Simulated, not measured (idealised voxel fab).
Module name: voxel transistor to metal (process module)
The width of the displayed cross-section, cut, is 180 nm; its cells are square, with a size of 5 nm.
This document writes a cross-section as a grid whose cells are square, and gives it as bands, listed from the top down; one or more rows of cells form a band. For a band, the entry starts with two heights in nm, that of the top and then that of the bottom, and carries on with the band's materials in order from left to right, each alongside its width in nm; the word "throughout" beside a single material means it fills the band edge to edge, and "blank" means empty space. The reference from which all heights are counted is 0, the level beneath which the as-received wafer is entirely one material; the lowest band, having no lower bound, proceeds downward and is written after the example "from 0 down". A width such as "30 to 40" changes by the same amount from each row of cells to the next, from the band's top row to its bottom row. The designation "no modification", where it is given for a processing step, indicates that no cell of the cross-section was altered in the course of that step. This entry, "Sealed void listing", enumerates those empty regions of no fewer than 8 cells that possess no open connection to the top. Each region is reported in the form width x height at distance, the distance being taken from the left edge, with all three quantities expressed in nm. Formally, on a step line, whatever follows the settings is a remark that the simulator itself makes on the step. On any step carrying a mask, the "overlay nm" setting, if present on the step's line, tells how far right of its planned place the mask lay; negative values point to the left.

### The steps planned for the process are as follows
1 RECEIVE,material Si
2 CONFORMAL_DEP,material SiO2,thk nm 5
3 CONFORMAL_DEP,material SiN,thk nm 10
4 MASKED_ETCH,tone cover,mask id ACTIVE,width nm 95,etch materials SiN,depth nm 10,overlay nm 0
5 MASKED_ETCH,tone cover,mask id ACTIVE,width nm 95,etch materials SiO2,depth nm 5,overlay nm 0
6 MASKED_ETCH,tone cover,mask id ACTIVE,width nm 95,etch materials Si,depth nm 35,overlay nm 0
7 OXIDIZE,depth nm 5
8 FILL_DEP,material SiO2,thk nm 10
9 CMP,height nm 15
10 SELECTIVE_ETCH,etch materials SiO2,depth nm 10
11 STRIP,etch materials SiN
12 SELECTIVE_ETCH,etch materials SiO2,depth nm 5
13 OXIDIZE,depth nm 5
14 DIRECTIONAL_DEP,material polySi,thk nm 30
15 DIRECTIONAL_DEP,material SiCN,thk nm 15
16 PATTERN,tone cover,mask id GATE,material resist,width nm 25,thk nm 15,overlay nm 0
17 DIRECTIONAL_ETCH,etch materials SiCN,depth nm 25
18 DIRECTIONAL_ETCH,etch materials polySi,depth nm 40
19 STRIP,etch materials resist
20 CONFORMAL_DEP,material SiN,thk nm 5
21 DIRECTIONAL_ETCH,etch materials SiN,depth nm 5
22 DIRECTIONAL_ETCH,etch materials SiO2,depth nm 5
23 EPI,material SiGe,thk nm 5
24 FILL_DEP,material SiO2,thk nm 5
25 CMP,height nm 30
26 STRIP,etch materials polySi
27 SELECTIVE_ETCH,etch materials SiO2,depth nm 5
28 CONFORMAL_DEP,material HfO2,thk nm 5
29 CONFORMAL_DEP,material TiN,thk nm 5
30 FILL_DEP,material W,thk nm 10
31 CMP,height nm 25
32 DIRECTIONAL_DEP,material SiO2,thk nm 15
33 PATTERN,tone open,mask id CONTACT,material resist,width nm 15,pitch nm 70,thk nm 15,overlay nm 0
34 DIRECTIONAL_ETCH,etch materials SiO2,depth nm 40
35 STRIP,etch materials resist
36 CONFORMAL_DEP,material TiN,thk nm 5
37 FILL_DEP,material Ru,thk nm 10
38 CMP,height nm 40
39 CONFORMAL_DEP,material SiN,thk nm 5
40 DIRECTIONAL_DEP,material SiO2,thk nm 25
41 PATTERN,tone open,mask id METAL_1,material resist,width nm 15,pitch nm 70,thk nm 15,overlay nm 0
42 DIRECTIONAL_ETCH,etch materials SiO2,depth nm 25
43 DIRECTIONAL_ETCH,etch materials SiN,depth nm 5
44 STRIP,etch materials resist
45 CONFORMAL_DEP,material TiN,thk nm 5
46 FILL_DEP,material Cu,thk nm 10
47 CMP,height nm 70
48 CONFORMAL_DEP,material SiCN,thk nm 5
49 DIRECTIONAL_DEP,material SiO2,thk nm 30
50 DIRECTIONAL_DEP,material aC,thk nm 10
51 PATTERN,tone open,mask id METAL_2,material resist,width nm 15,pitch nm 70,thk nm 25,overlay nm 0
52 DIRECTIONAL_ETCH,etch materials aC,depth nm 10
53 STRIP,etch materials resist
54 DIRECTIONAL_ETCH,etch materials SiO2,depth nm 15
55 STRIP,etch materials aC
56 DIRECTIONAL_DEP,material aC,thk nm 15
57 PATTERN,tone open,mask id METAL_2_HOLES,material resist,width nm 15,pitch nm 70,thk nm 30,overlay nm 0
58 DIRECTIONAL_ETCH,etch materials aC,depth nm 15
59 STRIP,etch materials resist
60 DIRECTIONAL_ETCH,etch materials SiO2,depth nm 15
61 DIRECTIONAL_ETCH,etch materials SiCN,depth nm 5
62 STRIP,etch materials aC
63 CONFORMAL_DEP,material TiN,thk nm 5
64 FILL_DEP,material Cu,thk nm 10
65 CMP,height nm 105
66 CONFORMAL_DEP,material SiCN,thk nm 5

### Cross-section of the incoming wafer, state after step 1
	from 0 down | Si throughout
	Sealed void listing: none

### Wafer cross-section at end of module: start and plan as shown above, one execution error
	from 110 to 105 | SiCN throughout
	from 105 to 75 | SiO2 (45) | TiN (5) | Cu (5) | TiN (5) | SiO2 (55) | TiN (5) | Cu (5) | TiN (5) | SiO2 (50)
	from 75 to 70 | SiCN (45) | TiN (15) | SiCN (55) | TiN (15) | SiCN (50)
	from 70 to 65 | TiN (50) | Cu (5) | TiN (65) | Cu (5) | TiN (55)
	from 65 to 45 | SiO2 (45) | TiN (5) | Cu (5) | TiN (5) | SiO2 (55) | TiN (5) | Cu (5) | TiN (5) | SiO2 (50)
	from 45 to 40 | SiN (45) | TiN (15) | SiN (55) | TiN (15) | SiN (50)
	from 40 to 25 | SiO2 (45) | TiN (5) | Ru (5) | TiN (5) | SiO2 (55) | TiN (5) | Ru (5) | TiN (5) | SiO2 (50)
	from 25 to 5 | SiO2 (45) | TiN (5) | Ru (5) | TiN (5) | SiO2 (10) | SiN (5) | HfO2 (5) | TiN (5) | W (5) | TiN (5) | HfO2 (5) | SiN (5) | SiO2 (10) | TiN (5) | Ru (5) | TiN (5) | SiO2 (50)
	from 5 to 0 | SiO2 (45) | TiN (15) | SiO2 (10) | SiN (5) | HfO2 (5) | TiN (15) | HfO2 (5) | SiN (5) | SiO2 (10) | TiN (15) | SiO2 (50)
	from 0 to -5 | SiO2 (40) | SiGe (30) | HfO2 (35) | SiGe (30) | SiO2 (45)
	from -5 to -40 | SiO2 (45) | Si (85) | SiO2 (50)
	from -40 down | Si throughout
	Sealed void listing: none
Nonconformance to the process plan: planned and actual differ for step 40; actual: DIRECTIONAL_DEP,material SiO2,thk nm 20
